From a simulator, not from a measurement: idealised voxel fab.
Presented below is a process module, voxel tone inversion.
It is cross-section cut that appears here, measuring 175 nm in width, its square cells being 5 nm in size.
How to read a cross-section here: the picture is a grid of square cells, written as bands going from the top down, and any band can span one or more rows of cells.
Heights first: top, then bottom, in nm. Then materials, left to right, each with a width in nm. "all across" on a single material: fills the band edge to edge. "air": empty space.
Height datum 0, below which the as-received substrate wafer is one material. Lowest band open at the bottom, running downward: "0 -> down".
Width spec "30->40" -> top row of cells at first value, bottom row at second value, equal per-row change in between.
"no alteration" after a step means that no cell of the cross-section changed.
Entry "Enclosed internal cavities". Content: empty spaces with no open connection to the top, size 8 cells or greater. Each: width x height at distance. Distance: from left edge. Unit: nm.
Formally, on a step line, whatever follows the settings is a remark that the simulator itself makes on the step.
If you see "overlay nm" on a step's line and that step has a mask, it's telling you how far right of where it was planned the mask ended up; a negative number means it went left instead.
Listed below are the process steps as planned
- 1: RECEIVE with material Si
- 2: CONFORMAL_DEP with material SiN, thk nm 5
- 3: DIRECTIONAL_DEP with material aC, thk nm 15
- 4: PATTERN with tone cover, mask id POSTS, material resist, width nm 25, pitch nm 55, thk nm 20, overlay nm 0
- 5: DIRECTIONAL_ETCH with etch materials aC, depth nm 15
- 6: STRIP with etch materials resist
- 7: FILL_DEP with material lowk, thk nm 5
- 8: CMP with height nm 20
- 9: STRIP with etch materials aC
- 10: CONFORMAL_DEP with material TiN, thk nm 5
- 11: FILL_DEP with material Ru, thk nm 5
- 12: CMP with height nm 20
- 13: CONFORMAL_DEP with material SiCN, thk nm 5
This is the cross-section of the wafer as we received it, i.e. after step 1
- 0 -> down | Si all across
- Enclosed internal cavities: none
Cross-section taken at module completion on the first of two wafers; processed per the plan
- 25 -> 20 | SiCN all across
- 20 -> 10 | lowk: 20, then TiN: 5, then Ru: 15, then TiN: 5, then lowk: 30, then TiN: 5, then Ru: 15, then TiN: 5, then lowk: 30, then TiN: 5, then Ru: 15, then TiN: 5, then lowk: 20
- 10 -> 5 | lowk: 20, then TiN: 25, then lowk: 30, then TiN: 25, then lowk: 30, then TiN: 25, then lowk: 20
- 5 -> 0 | SiN all across
- 0 -> down | Si all across
- Enclosed internal cavities: none
Cross-section at end of module for the second wafer of two, which matched the first in starting point and plan and differed by one mistake in its processing
- 25 -> 20 | SiCN all across
- 20 -> 10 | lowk: 25, then TiN: 5, then Ru: 10, then TiN: 5, then lowk: 35, then TiN: 5, then Ru: 10, then TiN: 5, then lowk: 35, then TiN: 5, then Ru: 10, then TiN: 5, then lowk: 20
- 10 -> 5 | lowk: 25, then TiN: 20, then lowk: 35, then TiN: 20, then lowk: 35, then TiN: 20, then lowk: 20
- 5 -> 0 | SiN all across
- 0 -> down | Si all across
- Enclosed internal cavities: none
What was done differently from what was planned? step 4 was run on a setting that differed from the plan, and what really ran there is PATTERN with tone cover, mask id POSTS, material resist, width nm 20, pitch nm 55, thk nm 20, overlay nm 0
End of process, cell counts, second wafer against first, materials with more or fewer: -6 Ru | -3 TiN | +9 lowk
